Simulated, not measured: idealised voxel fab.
Process module name: voxel trench capacitor
Pictured: cross-section cut, 225 nm wide, on a grid of 5 nm square cells.
If you're reading a cross-section in this doc, picture square cells in a grid; it comes to you as bands, top ones listed first down to the bottom, and a band can be one or more rows of cells. Each band's line starts with the height of the band's top and of its bottom, in nm. Then come its materials from left to right, each with its width in nm. One material with "all across" fills the band from edge to edge. "blank" is empty space. Measure heights from 0. That's the level where, below it, the as-received wafer is all one material. The lowest band is bottomless and extends downward; write it as in "0..down". A width given as "30..40" starts at the first number in the band's top row and ends at the second number in its bottom row, shifting by an equal amount at every step from row to row. The cross-section has no changed cell in any step marked "no modifications". "Internal closed voids" enumerates empty spaces isolated from the top, with no open way to it, that contain at least 8 cells, giving each as width x height at distance from the left edge, all three in nm. Whatever follows a step's settings on its line is a remark the simulator itself makes about that step. "overlay nm" on a masked step: distance the mask lay right of its planned place, negative for left.
These are the steps we planned for the process:
| 1 | RECEIVE: material Si |
| 2 | CONFORMAL_DEP: material SiN, thk nm 10 |
| 3 | DIRECTIONAL_DEP: material aC, thk nm 15 |
| 4 | PATTERN: tone open, mask id TRENCH, material resist, width nm 25, pitch nm 50, thk nm 30, overlay nm 0 |
| 5 | DIRECTIONAL_ETCH: etch materials aC, depth nm 15 |
| 6 | STRIP: etch materials resist |
| 7 | DIRECTIONAL_ETCH: etch materials SiN, depth nm 10 |
| 8 | DIRECTIONAL_ETCH: etch materials Si, depth nm 25 |
| 9 | STRIP: etch materials aC |
| 10 | CONFORMAL_DEP: material HfO2, thk nm 5 |
| 11 | CONFORMAL_DEP: material TiN, thk nm 5 |
| 12 | FILL_DEP: material W, thk nm 5 |
| 13 | CMP: height nm 10 |
Cross-section, incoming material, after step 1:
    0..down = Si all across
    Internal closed voids: none
Cross-section, first of two wafers, end of module, run as planned:
    10..0 = SiN 25 nm  HfO2 5 nm  TiN 5 nm  W 5 nm  TiN 5 nm  HfO2 5 nm  SiN 25 nm  HfO2 5 nm  TiN 5 nm  W 5 nm  TiN 5 nm  HfO2 5 nm  SiN 25 nm  HfO2 5 nm  TiN 5 nm  W 5 nm  TiN 5 nm  HfO2 5 nm  SiN 25 nm  HfO2 5 nm  TiN 5 nm  W 5 nm  TiN 5 nm  HfO2 5 nm  SiN 25 nm
    0..-15 = Si 25 nm  HfO2 5 nm  TiN 5 nm  W 5 nm  TiN 5 nm  HfO2 5 nm  Si 25 nm  HfO2 5 nm  TiN 5 nm  W 5 nm  TiN 5 nm  HfO2 5 nm  Si 25 nm  HfO2 5 nm  TiN 5 nm  W 5 nm  TiN 5 nm  HfO2 5 nm  Si 25 nm  HfO2 5 nm  TiN 5 nm  W 5 nm  TiN 5 nm  HfO2 5 nm  Si 25 nm
    -15..-20 = Si 25 nm  HfO2 5 nm  TiN 15 nm  HfO2 5 nm  Si 25 nm  HfO2 5 nm  TiN 15 nm  HfO2 5 nm  Si 25 nm  HfO2 5 nm  TiN 15 nm  HfO2 5 nm  Si 25 nm  HfO2 5 nm  TiN 15 nm  HfO2 5 nm  Si 25 nm
    -20..-25 = Si 25 nm  HfO2 25 nm  Si 25 nm  HfO2 25 nm  Si 25 nm  HfO2 25 nm  Si 25 nm  HfO2 25 nm  Si 25 nm
    -25..down = Si all across
    Internal closed voids: none
Cross-sectional view of the second of two wafers upon completion of the module. This wafer shared its starting condition and process plan with the first; one error was made during its execution:
    10..0 = SiN 25 nm  TiN 5 nm  HfO2 5 nm  W 5 nm  HfO2 5 nm  TiN 5 nm  SiN 25 nm  TiN 5 nm  HfO2 5 nm  W 5 nm  HfO2 5 nm  TiN 5 nm  SiN 25 nm  TiN 5 nm  HfO2 5 nm  W 5 nm  HfO2 5 nm  TiN 5 nm  SiN 25 nm  TiN 5 nm  HfO2 5 nm  W 5 nm  HfO2 5 nm  TiN 5 nm  SiN 25 nm
    0..-15 = Si 25 nm  TiN 5 nm  HfO2 5 nm  W 5 nm  HfO2 5 nm  TiN 5 nm  Si 25 nm  TiN 5 nm  HfO2 5 nm  W 5 nm  HfO2 5 nm  TiN 5 nm  Si 25 nm  TiN 5 nm  HfO2 5 nm  W 5 nm  HfO2 5 nm  TiN 5 nm  Si 25 nm  TiN 5 nm  HfO2 5 nm  W 5 nm  HfO2 5 nm  TiN 5 nm  Si 25 nm
    -15..-20 = Si 25 nm  TiN 5 nm  HfO2 15 nm  TiN 5 nm  Si 25 nm  TiN 5 nm  HfO2 15 nm  TiN 5 nm  Si 25 nm  TiN 5 nm  HfO2 15 nm  TiN 5 nm  Si 25 nm  TiN 5 nm  HfO2 15 nm  TiN 5 nm  Si 25 nm
    -20..-25 = Si 25 nm  TiN 25 nm  Si 25 nm  TiN 25 nm  Si 25 nm  TiN 25 nm  Si 25 nm  TiN 25 nm  Si 25 nm
    -25..down = Si all across
    Internal closed voids: none
Against the plan, the run slipped here: sequence error: steps 10 and 11 interchanged
End of process, cell counts, second wafer against first, materials with more or fewer: HfO2 -16; TiN +16
